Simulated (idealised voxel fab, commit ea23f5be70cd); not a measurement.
Name of the process module below: voxel self aligned contacts
It is cross-section cut that appears here, measuring 215 nm in width, its square cells being 5 nm in size.
How to read a cross-section here: the picture is a grid of square cells, written as bands going from the top down, and any band can span one or more rows of cells. Per band: top height and bottom height in nm, followed by the left-to-right materials and their widths in nm; "full width" marks a single material spanning edge to edge, "blank" marks empty space. Ref level 0: as-received wafer is one material below here. Bottom band extends down with no lower bound ("0 nm and below"). You'd read "30..40" like this: the band's top row of cells is as wide as the first number, its bottom row is as wide as the second, and going down, every row changes width by the same amount as the row before did. "remains unaltered" for a step: no cell of the cross-section changed in that step. Voids, sealed: empty space of 8 cells or more with no open way to the top, each as width x height at its distance from the left edge, in nm. Anything after a step's settings on that line? It's the simulator's own note about the step. overlay nm: where the mask lay relative to plan, measured to the right, on steps with a mask; negatives go left. Read each pair as before and after one process step. The after cross-section shows only down to the lowest band that changed. The step between them and its settings are given below the pair. Pairs can come from different runs of this module on the same starting wafer. A pair continues from the pair above only where its "Cross-section, before" entry says so.
## Cross-section, before
  0 nm and below = Si full width
  Voids, sealed: none
## Sectional View, Post-Process
  0 nm to -5 nm = SiO2 full width
  At heights below -5, the structure remains unaltered.
  Voids, sealed: none
Step sandwiched between the two cross-sections above: op OXIDIZE | depth nm 5
Cross-section, before: The pre-step condition corresponds to the post-step cross-section depicted in the pair directly above.
## Sectional View, Post-Process
  20 nm to 0 nm = polySi full width
  At heights below 0, the structure remains unaltered.
  Voids, sealed: none
Step sandwiched between the two cross-sections above: op DIRECTIONAL_DEP | material polySi | thk nm 20
Cross-section, before: The pre-step condition corresponds to the post-step cross-section depicted in the pair directly above.
## Sectional View, Post-Process
  35 nm to 20 nm = SiN full width
  At heights below 20, the structure remains unaltered.
  Voids, sealed: none
Step sandwiched between the two cross-sections above: op DIRECTIONAL_DEP | material SiN | thk nm 15
Cross-section, before: The pre-step condition corresponds to the post-step cross-section depicted in the pair directly above.
## Sectional View, Post-Process
  50 nm to 35 nm = aC full width
  At heights below 35, the structure remains unaltered.
  Voids, sealed: none
Step sandwiched between the two cross-sections above: op DIRECTIONAL_DEP | material aC | thk nm 15
Cross-section, before: The pre-step condition corresponds to the post-step cross-section depicted in the pair directly above.
## Sectional View, Post-Process
  80 nm to 50 nm = blank 25 nm, resist 30 nm, blank 35 nm, resist 30 nm, blank 35 nm, resist 30 nm, blank 30 nm
  At heights below 50, the structure remains unaltered.
  Voids, sealed: none
Step sandwiched between the two cross-sections above: op PATTERN | tone cover | mask id GATE | material resist | width nm 30 | pitch nm 65 | thk nm 30 | overlay nm 0
Cross-section, before: The pre-step condition corresponds to the post-step cross-section depicted in the pair directly above.
## Sectional View, Post-Process
  65 nm to 50 nm = blank 25 nm, resist 30 nm, blank 35 nm, resist 30 nm, blank 35 nm, resist 30 nm, blank 30 nm
  50 nm to 35 nm = blank 25 nm, aC 30 nm, blank 35 nm, aC 30 nm, blank 35 nm, aC 30 nm, blank 30 nm
  At heights below 35, the structure remains unaltered.
  Voids, sealed: none
Step sandwiched between the two cross-sections above: op DIRECTIONAL_ETCH | etch materials aC | depth nm 15
Cross-section, before: The pre-step condition corresponds to the post-step cross-section depicted in the pair directly above.
## Sectional View, Post-Process
  50 nm to 35 nm = blank 25 nm, aC 30 nm, blank 35 nm, aC 30 nm, blank 35 nm, aC 30 nm, blank 30 nm
  At heights below 35, the structure remains unaltered.
  Voids, sealed: none
Step sandwiched between the two cross-sections above: op STRIP | etch materials resist
Cross-section, before: The pre-step condition corresponds to the post-step cross-section depicted in the pair directly above.
## Sectional View, Post-Process
  50 nm to 35 nm = blank 25 nm, aC 30 nm, blank 35 nm, aC 30 nm, blank 35 nm, aC 30 nm, blank 30 nm
  35 nm to 20 nm = blank 25 nm, SiN 30 nm, blank 35 nm, SiN 30 nm, blank 35 nm, SiN 30 nm, blank 30 nm
  At heights below 20, the structure remains unaltered.
  Voids, sealed: none
Step sandwiched between the two cross-sections above: op DIRECTIONAL_ETCH | etch materials SiN | depth nm 15
Cross-section, before: The pre-step condition corresponds to the post-step cross-section depicted in the pair directly above.
## Sectional View, Post-Process
  50 nm to 35 nm = blank 25 nm, aC 30 nm, blank 35 nm, aC 30 nm, blank 35 nm, aC 30 nm, blank 30 nm
  35 nm to 20 nm = blank 25 nm, SiN 30 nm, blank 35 nm, SiN 30 nm, blank 35 nm, SiN 30 nm, blank 30 nm
  20 nm to 0 nm = blank 25 nm, polySi 30 nm, blank 35 nm, polySi 30 nm, blank 35 nm, polySi 30 nm, blank 30 nm
  At heights below 0, the structure remains unaltered.
  Voids, sealed: none
Step sandwiched between the two cross-sections above: op DIRECTIONAL_ETCH | etch materials polySi | depth nm 20
Cross-section, before: The pre-step condition corresponds to the post-step cross-section depicted in the pair directly above.
## Sectional View, Post-Process
  35 nm to 20 nm = blank 25 nm, SiN 30 nm, blank 35 nm, SiN 30 nm, blank 35 nm, SiN 30 nm, blank 30 nm
  At heights below 20, the structure remains unaltered.
  Voids, sealed: none
Step sandwiched between the two cross-sections above: op STRIP | etch materials aC
Cross-section, before: The pre-step condition corresponds to the post-step cross-section depicted in the pair directly above.
## Sectional View, Post-Process
  40 nm to 20 nm = blank 20 nm, SiN 40 nm, blank 25 nm, SiN 40 nm, blank 25 nm, SiN 40 nm, blank 25 nm
  20 nm to 5 nm = blank 20 nm, SiN 5 nm, polySi 30 nm, SiN 5 nm, blank 25 nm, SiN 5 nm, polySi 30 nm, SiN 5 nm, blank 25 nm, SiN 5 nm, polySi 30 nm, SiN 5 nm, blank 25 nm
  5 nm to 0 nm = SiN 25 nm, polySi 30 nm, SiN 35 nm, polySi 30 nm, SiN 35 nm, polySi 30 nm, SiN 30 nm
  At heights below 0, the structure remains unaltered.
  Voids, sealed: none
Step sandwiched between the two cross-sections above: op CONFORMAL_DEP | material SiN | thk nm 5
Cross-section, before: The pre-step condition corresponds to the post-step cross-section depicted in the pair directly above.
## Sectional View, Post-Process
  35 nm to 20 nm = blank 20 nm, SiN 40 nm, blank 25 nm, SiN 40 nm, blank 25 nm, SiN 40 nm, blank 25 nm
  20 nm to 0 nm = blank 20 nm, SiN 5 nm, polySi 30 nm, SiN 5 nm, blank 25 nm, SiN 5 nm, polySi 30 nm, SiN 5 nm, blank 25 nm, SiN 5 nm, polySi 30 nm, SiN 5 nm, blank 25 nm
  At heights below 0, the structure remains unaltered.
  Voids, sealed: none
Step sandwiched between the two cross-sections above: op DIRECTIONAL_ETCH | etch materials SiN | depth nm 5
Cross-section, before: The pre-step condition corresponds to the post-step cross-section depicted in the pair directly above.
## Sectional View, Post-Process
  50 nm to 35 nm = SiO2 full width
  35 nm to 20 nm = SiO2 20 nm, SiN 40 nm, SiO2 25 nm, SiN 40 nm, SiO2 25 nm, SiN 40 nm, SiO2 25 nm
  20 nm to 0 nm = SiO2 20 nm, SiN 5 nm, polySi 30 nm, SiN 5 nm, SiO2 25 nm, SiN 5 nm, polySi 30 nm, SiN 5 nm, SiO2 25 nm, SiN 5 nm, polySi 30 nm, SiN 5 nm, SiO2 25 nm
  At heights below 0, the structure remains unaltered.
  Voids, sealed: none
Step sandwiched between the two cross-sections above: op FILL_DEP | material SiO2 | thk nm 15
Cross-section, before: The pre-step condition corresponds to the post-step cross-section depicted in the pair directly above.
## Sectional View, Post-Process
  45 nm to 35 nm = SiO2 full width
  At heights below 35, the structure remains unaltered.
  Voids, sealed: none
Step sandwiched between the two cross-sections above: op CMP | height nm 45
Cross-section, before: The pre-step condition corresponds to the post-step cross-section depicted in the pair directly above.
## Sectional View, Post-Process
  55 nm to 45 nm = aC full width
  At heights below 45, the structure remains unaltered.
  Voids, sealed: none
Step sandwiched between the two cross-sections above: op DIRECTIONAL_DEP | material aC | thk nm 10
Cross-section, before: The pre-step condition corresponds to the post-step cross-section depicted in the pair directly above.
## Sectional View, Post-Process
  80 nm to 55 nm = resist 50 nm, blank 45 nm, resist 20 nm, blank 45 nm, resist 55 nm
  At heights below 55, the structure remains unaltered.
  Voids, sealed: none
Step sandwiched between the two cross-sections above: op PATTERN | tone open | mask id CONTACT | material resist | width nm 45 | pitch nm 65 | thk nm 25 | overlay nm 0
Cross-section, before: The pre-step condition corresponds to the post-step cross-section depicted in the pair directly above.
## Sectional View, Post-Process
  70 nm to 55 nm = resist 50 nm, blank 45 nm, resist 20 nm, blank 45 nm, resist 55 nm
  55 nm to 45 nm = aC 50 nm, blank 45 nm, aC 20 nm, blank 45 nm, aC 55 nm
  At heights below 45, the structure remains unaltered.
  Voids, sealed: none
Step sandwiched between the two cross-sections above: op DIRECTIONAL_ETCH | etch materials aC | depth nm 10
Cross-section, before: The pre-step condition corresponds to the post-step cross-section depicted in the pair directly above.
## Sectional View, Post-Process
  55 nm to 45 nm = aC 50 nm, blank 45 nm, aC 20 nm, blank 45 nm, aC 55 nm
  At heights below 45, the structure remains unaltered.
  Voids, sealed: none
Step sandwiched between the two cross-sections above: op STRIP | etch materials resist
Cross-section, before: The pre-step condition corresponds to the post-step cross-section depicted in the pair directly above.
## Sectional View, Post-Process
  55 nm to 45 nm = aC 50 nm, blank 45 nm, aC 20 nm, blank 45 nm, aC 55 nm
  45 nm to 35 nm = SiO2 50 nm, blank 45 nm, SiO2 20 nm, blank 45 nm, SiO2 55 nm
  35 nm to 20 nm = SiO2 20 nm, SiN 40 nm, blank 25 nm, SiN 40 nm, blank 25 nm, SiN 40 nm, SiO2 25 nm
  20 nm to 0 nm = SiO2 20 nm, SiN 5 nm, polySi 30 nm, SiN 5 nm, blank 25 nm, SiN 5 nm, polySi 30 nm, SiN 5 nm, blank 25 nm, SiN 5 nm, polySi 30 nm, SiN 5 nm, SiO2 25 nm
  0 nm to -5 nm = SiO2 60 nm, blank 25 nm, SiO2 40 nm, blank 25 nm, SiO2 65 nm
  At heights below -5, the structure remains unaltered.
  Voids, sealed: none
Step sandwiched between the two cross-sections above: op DIRECTIONAL_ETCH | etch materials SiO2 | depth nm 50
Cross-section, before: The pre-step condition corresponds to the post-step cross-section depicted in the pair directly above.
## Sectional View, Post-Process
  45 nm to 35 nm = SiO2 50 nm, blank 45 nm, SiO2 20 nm, blank 45 nm, SiO2 55 nm
  At heights below 35, the structure remains unaltered.
  Voids, sealed: none
Step sandwiched between the two cross-sections above: op STRIP | etch materials aC
Cross-section, before: The pre-step condition corresponds to the post-step cross-section depicted in the pair directly above.
## Sectional View, Post-Process
  50 nm to 45 nm = TiN 55 nm, blank 35 nm, TiN 30 nm, blank 35 nm, TiN 60 nm
  45 nm to 35 nm = SiO2 50 nm, TiN 5..15 nm, blank 35..15 nm, TiN 5..15 nm, SiO2 20 nm, TiN 5..15 nm, blank 35..15 nm, TiN 5..15 nm, SiO2 55 nm
  35 nm to 20 nm = SiO2 20 nm, SiN 40 nm, TiN 5 nm, blank 15 nm, TiN 5 nm, SiN 40 nm, TiN 5 nm, blank 15 nm, TiN 5 nm, SiN 40 nm, SiO2 25 nm
  20 nm to 0 nm = SiO2 20 nm, SiN 5 nm, polySi 30 nm, SiN 5 nm, TiN 5 nm, blank 15 nm, TiN 5 nm, SiN 5 nm, polySi 30 nm, SiN 5 nm, TiN 5 nm, blank 15 nm, TiN 5 nm, SiN 5 nm, polySi 30 nm, SiN 5 nm, SiO2 25 nm
  0 nm to -5 nm = SiO2 60 nm, TiN 25 nm, SiO2 40 nm, TiN 25 nm, SiO2 65 nm
  At heights below -5, the structure remains unaltered.
  Voids, sealed: none
Step sandwiched between the two cross-sections above: op CONFORMAL_DEP | material TiN | thk nm 5
Cross-section, before: The pre-step condition corresponds to the post-step cross-section depicted in the pair directly above.
## Sectional View, Post-Process
  55 nm to 50 nm = W full width
  50 nm to 45 nm = TiN 55 nm, W 35 nm, TiN 30 nm, W 35 nm, TiN 60 nm
  45 nm to 35 nm = SiO2 50 nm, TiN 5..15 nm, W 35..15 nm, TiN 5..15 nm, SiO2 20 nm, TiN 5..15 nm, W 35..15 nm, TiN 5..15 nm, SiO2 55 nm
  35 nm to 20 nm = SiO2 20 nm, SiN 40 nm, TiN 5 nm, W 15 nm, TiN 5 nm, SiN 40 nm, TiN 5 nm, W 15 nm, TiN 5 nm, SiN 40 nm, SiO2 25 nm
  20 nm to 0 nm = SiO2 20 nm, SiN 5 nm, polySi 30 nm, SiN 5 nm, TiN 5 nm, W 15 nm, TiN 5 nm, SiN 5 nm, polySi 30 nm, SiN 5 nm, TiN 5 nm, W 15 nm, TiN 5 nm, SiN 5 nm, polySi 30 nm, SiN 5 nm, SiO2 25 nm
  At heights below 0, the structure remains unaltered.
  Voids, sealed: none
Step sandwiched between the two cross-sections above: op FILL_DEP | material W | thk nm 5
Cross-section, before: The pre-step condition corresponds to the post-step cross-section depicted in the pair directly above.
## Sectional View, Post-Process
  45 nm to 35 nm = SiO2 50 nm, TiN 5..15 nm, W 35..15 nm, TiN 5..15 nm, SiO2 20 nm, TiN 5..15 nm, W 35..15 nm, TiN 5..15 nm, SiO2 55 nm
  At heights below 35, the structure remains unaltered.
  Voids, sealed: none
Step sandwiched between the two cross-sections above: op CMP | height nm 45
Cross-section, before: The pre-step condition corresponds to the post-step cross-section depicted in the pair directly above.
## Sectional View, Post-Process
  50 nm to 45 nm = SiN full width
  At heights below 45, the structure remains unaltered.
  Voids, sealed: none
Step sandwiched between the two cross-sections above: op CONFORMAL_DEP | material SiN | thk nm 5
## Cross-section, before
  0 nm and below = Si full width
  Voids, sealed: none
## Sectional View, Post-Process
  20 nm to 0 nm = polySi full width
  At heights below 0, the structure remains unaltered.
  Voids, sealed: none
Step sandwiched between the two cross-sections above: op DIRECTIONAL_DEP | material polySi | thk nm 20
Cross-section, before: The pre-step condition corresponds to the post-step cross-section depicted in the pair directly above.
## Sectional View, Post-Process
  35 nm to 20 nm = SiN full width
  At heights below 20, the structure remains unaltered.
  Voids, sealed: none
Step sandwiched between the two cross-sections above: op DIRECTIONAL_DEP | material SiN | thk nm 15
Cross-section, before: The pre-step condition corresponds to the post-step cross-section depicted in the pair directly above.
## Sectional View, Post-Process
  50 nm to 35 nm = aC full width
  At heights below 35, the structure remains unaltered.
  Voids, sealed: none
Step sandwiched between the two cross-sections above: op DIRECTIONAL_DEP | material aC | thk nm 15
Cross-section, before: The pre-step condition corresponds to the post-step cross-section depicted in the pair directly above.
## Sectional View, Post-Process
  80 nm to 50 nm = blank 25 nm, resist 30 nm, blank 35 nm, resist 30 nm, blank 35 nm, resist 30 nm, blank 30 nm
  At heights below 50, the structure remains unaltered.
  Voids, sealed: none
Step sandwiched between the two cross-sections above: op PATTERN | tone cover | mask id GATE | material resist | width nm 30 | pitch nm 65 | thk nm 30 | overlay nm 0
Cross-section, before: The pre-step condition corresponds to the post-step cross-section depicted in the pair directly above.
## Sectional View, Post-Process
  65 nm to 50 nm = blank 25 nm, resist 30 nm, blank 35 nm, resist 30 nm, blank 35 nm, resist 30 nm, blank 30 nm
  50 nm to 35 nm = blank 25 nm, aC 30 nm, blank 35 nm, aC 30 nm, blank 35 nm, aC 30 nm, blank 30 nm
  At heights below 35, the structure remains unaltered.
  Voids, sealed: none
Step sandwiched between the two cross-sections above: op DIRECTIONAL_ETCH | etch materials aC | depth nm 15
Cross-section, before: The pre-step condition corresponds to the post-step cross-section depicted in the pair directly above.
## Sectional View, Post-Process
  50 nm to 35 nm = blank 25 nm, aC 30 nm, blank 35 nm, aC 30 nm, blank 35 nm, aC 30 nm, blank 30 nm
  At heights below 35, the structure remains unaltered.
  Voids, sealed: none
Step sandwiched between the two cross-sections above: op STRIP | etch materials resist
Cross-section, before: The pre-step condition corresponds to the post-step cross-section depicted in the pair directly above.
## Sectional View, Post-Process
  50 nm to 35 nm = blank 25 nm, aC 30 nm, blank 35 nm, aC 30 nm, blank 35 nm, aC 30 nm, blank 30 nm
  35 nm to 20 nm = blank 25 nm, SiN 30 nm, blank 35 nm, SiN 30 nm, blank 35 nm, SiN 30 nm, blank 30 nm
  At heights below 20, the structure remains unaltered.
  Voids, sealed: none
Step sandwiched between the two cross-sections above: op DIRECTIONAL_ETCH | etch materials SiN | depth nm 15
Cross-section, before: The pre-step condition corresponds to the post-step cross-section depicted in the pair directly above.
## Sectional View, Post-Process
  50 nm to 35 nm = blank 25 nm, aC 30 nm, blank 35 nm, aC 30 nm, blank 35 nm, aC 30 nm, blank 30 nm
  35 nm to 20 nm = blank 25 nm, SiN 30 nm, blank 35 nm, SiN 30 nm, blank 35 nm, SiN 30 nm, blank 30 nm
  20 nm to 0 nm = blank 25 nm, polySi 30 nm, blank 35 nm, polySi 30 nm, blank 35 nm, polySi 30 nm, blank 30 nm
  At heights below 0, the structure remains unaltered.
  Voids, sealed: none
Step sandwiched between the two cross-sections above: op DIRECTIONAL_ETCH | etch materials polySi | depth nm 20
Cross-section, before: The pre-step condition corresponds to the post-step cross-section depicted in the pair directly above.
## Sectional View, Post-Process
  35 nm to 20 nm = blank 25 nm, SiN 30 nm, blank 35 nm, SiN 30 nm, blank 35 nm, SiN 30 nm, blank 30 nm
  At heights below 20, the structure remains unaltered.
  Voids, sealed: none
Step sandwiched between the two cross-sections above: op STRIP | etch materials aC
Cross-section, before: The pre-step condition corresponds to the post-step cross-section depicted in the pair directly above.
## Sectional View, Post-Process
  40 nm to 20 nm = blank 20 nm, SiN 40 nm, blank 25 nm, SiN 40 nm, blank 25 nm, SiN 40 nm, blank 25 nm
  20 nm to 5 nm = blank 20 nm, SiN 5 nm, polySi 30 nm, SiN 5 nm, blank 25 nm, SiN 5 nm, polySi 30 nm, SiN 5 nm, blank 25 nm, SiN 5 nm, polySi 30 nm, SiN 5 nm, blank 25 nm
  5 nm to 0 nm = SiN 25 nm, polySi 30 nm, SiN 35 nm, polySi 30 nm, SiN 35 nm, polySi 30 nm, SiN 30 nm
  At heights below 0, the structure remains unaltered.
  Voids, sealed: none
Step sandwiched between the two cross-sections above: op CONFORMAL_DEP | material SiN | thk nm 5
Cross-section, before: The pre-step condition corresponds to the post-step cross-section depicted in the pair directly above.
## Sectional View, Post-Process
  35 nm to 20 nm = blank 20 nm, SiN 40 nm, blank 25 nm, SiN 40 nm, blank 25 nm, SiN 40 nm, blank 25 nm
  20 nm to 0 nm = blank 20 nm, SiN 5 nm, polySi 30 nm, SiN 5 nm, blank 25 nm, SiN 5 nm, polySi 30 nm, SiN 5 nm, blank 25 nm, SiN 5 nm, polySi 30 nm, SiN 5 nm, blank 25 nm
  At heights below 0, the structure remains unaltered.
  Voids, sealed: none
Step sandwiched between the two cross-sections above: op DIRECTIONAL_ETCH | etch materials SiN | depth nm 5
Cross-section, before: The pre-step condition corresponds to the post-step cross-section depicted in the pair directly above.
## Sectional View, Post-Process
  50 nm to 35 nm = SiO2 full width
  35 nm to 20 nm = SiO2 20 nm, SiN 40 nm, SiO2 25 nm, SiN 40 nm, SiO2 25 nm, SiN 40 nm, SiO2 25 nm
  20 nm to 0 nm = SiO2 20 nm, SiN 5 nm, polySi 30 nm, SiN 5 nm, SiO2 25 nm, SiN 5 nm, polySi 30 nm, SiN 5 nm, SiO2 25 nm, SiN 5 nm, polySi 30 nm, SiN 5 nm, SiO2 25 nm
  At heights below 0, the structure remains unaltered.
  Voids, sealed: none
Step sandwiched between the two cross-sections above: op FILL_DEP | material SiO2 | thk nm 15
Cross-section, before: The pre-step condition corresponds to the post-step cross-section depicted in the pair directly above.
## Sectional View, Post-Process
  45 nm to 35 nm = SiO2 full width
  At heights below 35, the structure remains unaltered.
  Voids, sealed: none
Step sandwiched between the two cross-sections above: op CMP | height nm 45
Cross-section, before: The pre-step condition corresponds to the post-step cross-section depicted in the pair directly above.
## Sectional View, Post-Process
  55 nm to 45 nm = aC full width
  At heights below 45, the structure remains unaltered.
  Voids, sealed: none
Step sandwiched between the two cross-sections above: op DIRECTIONAL_DEP | material aC | thk nm 10
Cross-section, before: The pre-step condition corresponds to the post-step cross-section depicted in the pair directly above.
## Sectional View, Post-Process
  80 nm to 55 nm = resist 50 nm, blank 45 nm, resist 20 nm, blank 45 nm, resist 55 nm
  At heights below 55, the structure remains unaltered.
  Voids, sealed: none
Step sandwiched between the two cross-sections above: op PATTERN | tone open | mask id CONTACT | material resist | width nm 45 | pitch nm 65 | thk nm 25 | overlay nm 0
Cross-section, before: The pre-step condition corresponds to the post-step cross-section depicted in the pair directly above.
## Sectional View, Post-Process
  70 nm to 55 nm = resist 50 nm, blank 45 nm, resist 20 nm, blank 45 nm, resist 55 nm
  55 nm to 45 nm = aC 50 nm, blank 45 nm, aC 20 nm, blank 45 nm, aC 55 nm
  At heights below 45, the structure remains unaltered.
  Voids, sealed: none
Step sandwiched between the two cross-sections above: op DIRECTIONAL_ETCH | etch materials aC | depth nm 10
Cross-section, before: The pre-step condition corresponds to the post-step cross-section depicted in the pair directly above.
## Sectional View, Post-Process
  55 nm to 45 nm = aC 50 nm, blank 45 nm, aC 20 nm, blank 45 nm, aC 55 nm
  At heights below 45, the structure remains unaltered.
  Voids, sealed: none
Step sandwiched between the two cross-sections above: op STRIP | etch materials resist
Cross-section, before: The pre-step condition corresponds to the post-step cross-section depicted in the pair directly above.
## Sectional View, Post-Process
  55 nm to 45 nm = aC 50 nm, blank 45 nm, aC 20 nm, blank 45 nm, aC 55 nm
  45 nm to 35 nm = SiO2 50 nm, blank 45 nm, SiO2 20 nm, blank 45 nm, SiO2 55 nm
  35 nm to 20 nm = SiO2 20 nm, SiN 40 nm, blank 25 nm, SiN 40 nm, blank 25 nm, SiN 40 nm, SiO2 25 nm
  20 nm to 0 nm = SiO2 20 nm, SiN 5 nm, polySi 30 nm, SiN 5 nm, blank 25 nm, SiN 5 nm, polySi 30 nm, SiN 5 nm, blank 25 nm, SiN 5 nm, polySi 30 nm, SiN 5 nm, SiO2 25 nm
  At heights below 0, the structure remains unaltered.
  Voids, sealed: none
Step sandwiched between the two cross-sections above: op DIRECTIONAL_ETCH | etch materials SiO2 | depth nm 50
Cross-section, before: The pre-step condition corresponds to the post-step cross-section depicted in the pair directly above.
## Sectional View, Post-Process
  45 nm to 35 nm = SiO2 50 nm, blank 45 nm, SiO2 20 nm, blank 45 nm, SiO2 55 nm
  At heights below 35, the structure remains unaltered.
  Voids, sealed: none
Step sandwiched between the two cross-sections above: op STRIP | etch materials aC
Cross-section, before: The pre-step condition corresponds to the post-step cross-section depicted in the pair directly above.
## Sectional View, Post-Process
  50 nm to 45 nm = TiN 55 nm, blank 35 nm, TiN 30 nm, blank 35 nm, TiN 60 nm
  45 nm to 35 nm = SiO2 50 nm, TiN 5..15 nm, blank 35..15 nm, TiN 5..15 nm, SiO2 20 nm, TiN 5..15 nm, blank 35..15 nm, TiN 5..15 nm, SiO2 55 nm
  35 nm to 20 nm = SiO2 20 nm, SiN 40 nm, TiN 5 nm, blank 15 nm, TiN 5 nm, SiN 40 nm, TiN 5 nm, blank 15 nm, TiN 5 nm, SiN 40 nm, SiO2 25 nm
  20 nm to 5 nm = SiO2 20 nm, SiN 5 nm, polySi 30 nm, SiN 5 nm, TiN 5 nm, blank 15 nm, TiN 5 nm, SiN 5 nm, polySi 30 nm, SiN 5 nm, TiN 5 nm, blank 15 nm, TiN 5 nm, SiN 5 nm, polySi 30 nm, SiN 5 nm, SiO2 25 nm
  5 nm to 0 nm = SiO2 20 nm, SiN 5 nm, polySi 30 nm, SiN 5 nm, TiN 25 nm, SiN 5 nm, polySi 30 nm, SiN 5 nm, TiN 25 nm, SiN 5 nm, polySi 30 nm, SiN 5 nm, SiO2 25 nm
  At heights below 0, the structure remains unaltered.
  Voids, sealed: none
Step sandwiched between the two cross-sections above: op CONFORMAL_DEP | material TiN | thk nm 5
Cross-section, before: The pre-step condition corresponds to the post-step cross-section depicted in the pair directly above.
## Sectional View, Post-Process
  55 nm to 50 nm = W full width
  50 nm to 45 nm = TiN 55 nm, W 35 nm, TiN 30 nm, W 35 nm, TiN 60 nm
  45 nm to 35 nm = SiO2 50 nm, TiN 5..15 nm, W 35..15 nm, TiN 5..15 nm, SiO2 20 nm, TiN 5..15 nm, W 35..15 nm, TiN 5..15 nm, SiO2 55 nm
  35 nm to 20 nm = SiO2 20 nm, SiN 40 nm, TiN 5 nm, W 15 nm, TiN 5 nm, SiN 40 nm, TiN 5 nm, W 15 nm, TiN 5 nm, SiN 40 nm, SiO2 25 nm
  20 nm to 5 nm = SiO2 20 nm, SiN 5 nm, polySi 30 nm, SiN 5 nm, TiN 5 nm, W 15 nm, TiN 5 nm, SiN 5 nm, polySi 30 nm, SiN 5 nm, TiN 5 nm, W 15 nm, TiN 5 nm, SiN 5 nm, polySi 30 nm, SiN 5 nm, SiO2 25 nm
  At heights below 5, the structure remains unaltered.
  Voids, sealed: none
Step sandwiched between the two cross-sections above: op FILL_DEP | material W | thk nm 5
Cross-section, before: The pre-step condition corresponds to the post-step cross-section depicted in the pair directly above.
## Sectional View, Post-Process
  45 nm to 35 nm = SiO2 50 nm, TiN 5..15 nm, W 35..15 nm, TiN 5..15 nm, SiO2 20 nm, TiN 5..15 nm, W 35..15 nm, TiN 5..15 nm, SiO2 55 nm
  At heights below 35, the structure remains unaltered.
  Voids, sealed: none
Step sandwiched between the two cross-sections above: op CMP | height nm 45
Cross-section, before: The pre-step condition corresponds to the post-step cross-section depicted in the pair directly above.
## Sectional View, Post-Process
  50 nm to 45 nm = SiN full width
  At heights below 45, the structure remains unaltered.
  Voids, sealed: none
Step sandwiched between the two cross-sections above: op CONFORMAL_DEP | material SiN | thk nm 5
## Cross-section, before
  35 nm to 20 nm = SiN full width
  20 nm to 0 nm = polySi full width
  0 nm to -5 nm = SiO2 full width
  -5 nm and below = Si full width
  Voids, sealed: none
## Sectional View, Post-Process
  50 nm to 20 nm = SiN full width
  At heights below 20, the structure remains unaltered.
  Voids, sealed: none
Step sandwiched between the two cross-sections above: op DIRECTIONAL_DEP | material SiN | thk nm 15
Cross-section, before: The pre-step condition corresponds to the post-step cross-section depicted in the pair directly above.
## Sectional View, Post-Process
  65 nm to 50 nm = aC full width
  At heights below 50, the structure remains unaltered.
  Voids, sealed: none
Step sandwiched between the two cross-sections above: op DIRECTIONAL_DEP | material aC | thk nm 15
Cross-section, before: The pre-step condition corresponds to the post-step cross-section depicted in the pair directly above.
## Sectional View, Post-Process
  95 nm to 65 nm = blank 25 nm, resist 30 nm, blank 35 nm, resist 30 nm, blank 35 nm, resist 30 nm, blank 30 nm
  At heights below 65, the structure remains unaltered.
  Voids, sealed: none
Step sandwiched between the two cross-sections above: op PATTERN | tone cover | mask id GATE | material resist | width nm 30 | pitch nm 65 | thk nm 30 | overlay nm 0
Cross-section, before: The pre-step condition corresponds to the post-step cross-section depicted in the pair directly above.
## Sectional View, Post-Process
  80 nm to 65 nm = blank 25 nm, resist 30 nm, blank 35 nm, resist 30 nm, blank 35 nm, resist 30 nm, blank 30 nm
  65 nm to 50 nm = blank 25 nm, aC 30 nm, blank 35 nm, aC 30 nm, blank 35 nm, aC 30 nm, blank 30 nm
  At heights below 50, the structure remains unaltered.
  Voids, sealed: none
Step sandwiched between the two cross-sections above: op DIRECTIONAL_ETCH | etch materials aC | depth nm 15
Cross-section, before: The pre-step condition corresponds to the post-step cross-section depicted in the pair directly above.
## Sectional View, Post-Process
  65 nm to 50 nm = blank 25 nm, aC 30 nm, blank 35 nm, aC 30 nm, blank 35 nm, aC 30 nm, blank 30 nm
  At heights below 50, the structure remains unaltered.
  Voids, sealed: none
Step sandwiched between the two cross-sections above: op STRIP | etch materials resist
Cross-section, before: The pre-step condition corresponds to the post-step cross-section depicted in the pair directly above.
## Sectional View, Post-Process
  65 nm to 50 nm = blank 25 nm, aC 30 nm, blank 35 nm, aC 30 nm, blank 35 nm, aC 30 nm, blank 30 nm
  50 nm to 35 nm = blank 25 nm, SiN 30 nm, blank 35 nm, SiN 30 nm, blank 35 nm, SiN 30 nm, blank 30 nm
  At heights below 35, the structure remains unaltered.
  Voids, sealed: none
Step sandwiched between the two cross-sections above: op DIRECTIONAL_ETCH | etch materials SiN | depth nm 15
Cross-section, before: The pre-step condition corresponds to the post-step cross-section depicted in the pair directly above.
## Sectional View, Post-Process
  50 nm to 35 nm = blank 25 nm, SiN 30 nm, blank 35 nm, SiN 30 nm, blank 35 nm, SiN 30 nm, blank 30 nm
  At heights below 35, the structure remains unaltered.
  Voids, sealed: none
Step sandwiched between the two cross-sections above: op STRIP | etch materials aC
Cross-section, before: The pre-step condition corresponds to the post-step cross-section depicted in the pair directly above.
## Sectional View, Post-Process
  55 nm to 40 nm = blank 20 nm, SiN 40 nm, blank 25 nm, SiN 40 nm, blank 25 nm, SiN 40 nm, blank 25 nm
  40 nm to 20 nm = SiN full width
  At heights below 20, the structure remains unaltered.
  Voids, sealed: none
Step sandwiched between the two cross-sections above: op CONFORMAL_DEP | material SiN | thk nm 5
Cross-section, before: The pre-step condition corresponds to the post-step cross-section depicted in the pair directly above.
## Sectional View, Post-Process
  50 nm to 35 nm = blank 20 nm, SiN 40 nm, blank 25 nm, SiN 40 nm, blank 25 nm, SiN 40 nm, blank 25 nm
  At heights below 35, the structure remains unaltered.
  Voids, sealed: none
Step sandwiched between the two cross-sections above: op DIRECTIONAL_ETCH | etch materials SiN | depth nm 5
Cross-section, before: The pre-step condition corresponds to the post-step cross-section depicted in the pair directly above.
## Sectional View, Post-Process
  65 nm to 50 nm = SiO2 full width
  50 nm to 35 nm = SiO2 20 nm, SiN 40 nm, SiO2 25 nm, SiN 40 nm, SiO2 25 nm, SiN 40 nm, SiO2 25 nm
  At heights below 35, the structure remains unaltered.
  Voids, sealed: none
Step sandwiched between the two cross-sections above: op FILL_DEP | material SiO2 | thk nm 15
Cross-section, before: The pre-step condition corresponds to the post-step cross-section depicted in the pair directly above.
## Sectional View, Post-Process
  45 nm to 35 nm = SiO2 20 nm, SiN 40 nm, SiO2 25 nm, SiN 40 nm, SiO2 25 nm, SiN 40 nm, SiO2 25 nm
  At heights below 35, the structure remains unaltered.
  Voids, sealed: none
Step sandwiched between the two cross-sections above: op CMP | height nm 45
Cross-section, before: The pre-step condition corresponds to the post-step cross-section depicted in the pair directly above.
## Sectional View, Post-Process
  55 nm to 45 nm = aC full width
  At heights below 45, the structure remains unaltered.
  Voids, sealed: none
Step sandwiched between the two cross-sections above: op DIRECTIONAL_DEP | material aC | thk nm 10
